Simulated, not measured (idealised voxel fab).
Process module name: voxel capacitor over wiring
Section cut is 175 nm wide and gridded with 5 nm square cells.
How to read a cross-section here: the picture is a grid of square cells, written as bands going from the top down, and any band can span one or more rows of cells.
In this notation a band is specified by the heights of its top and bottom, in that order and in nm, after which its materials appear from left to right, each paired with its width in nm. The word "throughout" attached to a single material means that material fills the band from edge to edge; the word "empty" stands for empty space.
Height is counted from the level 0, under which the received wafer is composed throughout of one material. The lowest of the bands is not closed at the bottom but continues downward, in the notation "0 nm and below".
A width given as "30 to 40" starts at the first number in the band's top row and ends at the second number in its bottom row, shifting by an equal amount at every step from row to row.
Take "nothing altered" at face value: in the step it is given for, the cross-section changed in none of its cells.
"Fully closed voids" enumerates empty spaces isolated from the top, with no open way to it, that contain at least 8 cells, giving each as width x height at distance from the left edge, all three in nm.
On a step's line, text after the settings is the simulator commenting on that step.
A step's line can hold "overlay nm"; with a mask on that step, the setting says how far right of the planned place the mask lay, while a negative setting says it lay to the left.

# Planned process steps
- 1: RECEIVE: material Si
- 2: CONFORMAL_DEP: material SiO2, thk nm 15
- 3: DIRECTIONAL_DEP: material TiN, thk nm 5
- 4: DIRECTIONAL_DEP: material Ru, thk nm 20
- 5: PATTERN: tone cover, mask id METAL_1, material resist, width nm 20, pitch nm 70, thk nm 15, overlay nm 0
- 6: DIRECTIONAL_ETCH: etch materials Ru, depth nm 20
- 7: DIRECTIONAL_ETCH: etch materials TiN, depth nm 5
- 8: STRIP: etch materials resist
- 9: FILL_DEP: material lowk, thk nm 10
- 10: CMP: height nm 40
- 11: CONFORMAL_DEP: material SiCN, thk nm 5
- 12: DIRECTIONAL_DEP: material SiO2, thk nm 20
- 13: PATTERN: tone open, mask id PLUG_1, material resist, width nm 15, thk nm 20, overlay nm 0
- 14: DIRECTIONAL_ETCH: etch materials SiO2, depth nm 20
- 15: DIRECTIONAL_ETCH: etch materials SiCN, depth nm 5
- 16: STRIP: etch materials resist
- 17: CONFORMAL_DEP: material TiN, thk nm 5
- 18: FILL_DEP: material Ru, thk nm 10
- 19: CMP: height nm 65
- 20: DIRECTIONAL_DEP: material TiN, thk nm 5
- 21: DIRECTIONAL_DEP: material SiN, thk nm 5
- 22: DIRECTIONAL_DEP: material TiN, thk nm 5
- 23: PATTERN: tone cover, mask id UPPER_PLATE, material resist, width nm 55, thk nm 20, overlay nm 0
- 24: DIRECTIONAL_ETCH: etch materials TiN, depth nm 5
- 25: DIRECTIONAL_ETCH: etch materials SiN, depth nm 5
- 26: STRIP: etch materials resist
- 27: MASKED_ETCH: tone cover, mask id LOWER_PLATE, width nm 65, etch materials TiN, depth nm 5, overlay nm 0
- 28: FILL_DEP: material SiO2, thk nm 15
- 29: CMP: height nm 90
- 30: DIRECTIONAL_DEP: material aC, thk nm 10
- 31: PATTERN: tone open, mask id PLUG_2, material resist, width nm 15, thk nm 25, overlay nm 0
- 32: DIRECTIONAL_ETCH: etch materials aC, depth nm 10
- 33: STRIP: etch materials resist
- 34: DIRECTIONAL_ETCH: etch materials SiO2, depth nm 10
- 35: STRIP: etch materials aC
- 36: CONFORMAL_DEP: material TiN, thk nm 5
- 37: FILL_DEP: material W, thk nm 5
- 38: CMP: height nm 90
- 39: CONFORMAL_DEP: material SiCN, thk nm 5

# Wafer as received: cross-section following step 1
	0 nm and below = Si throughout
	Fully closed voids: none

# End-of-module cross-section of the first of two wafers, processed as planned
	95 nm to 90 nm = SiCN throughout
	90 nm to 85 nm = SiO2 55, TiN 5, W 5, TiN 5, SiO2 105
	85 nm to 75 nm = SiO2 55 to 45, TiN 15 to 55, SiO2 105 to 75
	75 nm to 70 nm = SiO2 45, SiN 55, SiO2 75
	70 nm to 65 nm = SiO2 40, TiN 65, SiO2 70
	65 nm to 45 nm = SiO2 45, TiN 5, Ru 5, TiN 5, SiO2 115
	45 nm to 40 nm = SiCN 45, TiN 15, SiCN 115
	40 nm to 20 nm = lowk 40, Ru 20, lowk 50, Ru 20, lowk 45
	20 nm to 15 nm = lowk 40, TiN 20, lowk 50, TiN 20, lowk 45
	15 nm to 0 nm = SiO2 throughout
	0 nm and below = Si throughout
	Fully closed voids: none

# Wafer two, end of module, cross-section. Same start, same plan as wafer one. One mistake in the run
	95 nm to 90 nm = SiCN throughout
	90 nm to 85 nm = SiO2 55, TiN 5, W 5, TiN 5, SiO2 105
	85 nm to 75 nm = SiO2 55 to 45, TiN 15 to 55, SiO2 105 to 75
	75 nm to 70 nm = SiO2 45, SiN 55, SiO2 75
	70 nm to 65 nm = SiO2 40, TiN 65, SiO2 70
	65 nm to 45 nm = SiO2 45, TiN 5, Ru 5, TiN 5, SiO2 115
	45 nm to 40 nm = SiCN 45, TiN 15, SiCN 115
	40 nm to 35 nm = lowk 40, Ru 20, lowk 50, Ru 20, lowk 45
	35 nm to 30 nm = lowk 40, TiN 20, lowk 50, TiN 20, lowk 45
	30 nm to 0 nm = SiO2 throughout
	0 nm and below = Si throughout
	Fully closed voids: none
Finding, execution versus plan: step 2 of the plan was twice carried out
Count the cells at the end and the second wafer has more or fewer of some materials than the first: Ru -24, SiO2 +105, lowk -81
